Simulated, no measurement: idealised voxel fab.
Process module name: voxel spacer lines
cross-section cut | 165 nm wide | cells 5 nm
Just so we're on the same page, the cross-sections are grids of square cells, and they're listed out in bands top to bottom, each band one or more rows deep. Look at the band entry: it leads with the top's height and the bottom's height in nm. Then it lists the materials left to right, with a width in nm for each. The word "throughout" on a single material says that material fills the band edge to edge. The word "empty" is empty space. Height reference: 0 = level under which incoming wafer is all one material. Lowest band: no bottom, runs on downward, e.g. "0 nm and below". Top row gets the first number, bottom row gets the second, and each row in between changes by the same step: that is how a band width like "30 to 40" works. "no modification" for a step: no cell of the cross-section changed in that step. "Closed void catalog" lists enclosed empty spaces (at least 8 cells, no open path upward to the top), each as width x height at distance from the left edge, in nm. Whatever follows a step's settings on its line is a remark the simulator itself makes about that step. The setting "overlay nm" may be written on the line of a step. When the step uses a mask, the value reports how far to the right of the planned place the mask lay, and a negative value reports that it lay to the left.
[The steps planned for the process are as follows]
1) op RECEIVE | material Si
2) op CONFORMAL_DEP | material SiO2 | thk nm 5
3) op DIRECTIONAL_DEP | material W | thk nm 20
4) op DIRECTIONAL_DEP | material polySi | thk nm 30
5) op PATTERN | tone cover | mask id MANDREL | material resist | width nm 20 | pitch nm 60 | thk nm 40 | overlay nm 0
6) op DIRECTIONAL_ETCH | etch materials polySi | depth nm 30
7) op STRIP | etch materials resist
8) op CONFORMAL_DEP | material SiN | thk nm 10
9) op DIRECTIONAL_ETCH | etch materials SiN | depth nm 10
10) op STRIP | etch materials polySi
11) op DIRECTIONAL_ETCH | etch materials W | depth nm 20
12) op STRIP | etch materials SiN
[Delivered wafer in cross-section: state after step 1]
  0 nm and below  Si throughout
  Closed void catalog: none
[First of two wafers: cross-section at end of module, run per plan]
  25 nm to 5 nm  empty 30, then W 10, then empty 20, then W 10, then empty 20, then W 10, then empty 20, then W 10, then empty 35
  5 nm to 0 nm  SiO2 throughout
  0 nm and below  Si throughout
  Closed void catalog: none
[The second wafer, shown in cross-section after the module: started the same way as the first and given the same plan, yet one mistake crept into how it was run]
  25 nm to 5 nm  empty 20, then W 10, then empty 20, then W 10, then empty 20, then W 10, then empty 20, then W 10, then empty 45
  5 nm to 0 nm  SiO2 throughout
  0 nm and below  Si throughout
  Closed void catalog: none
So what did we get wrong on this run? step 5 changed vs plan, executed as op PATTERN | tone cover | mask id MANDREL | material resist | width nm 20 | pitch nm 60 | thk nm 40 | overlay nm -10
at the end the second wafer has, in cells: as many of each material as the first, in other places
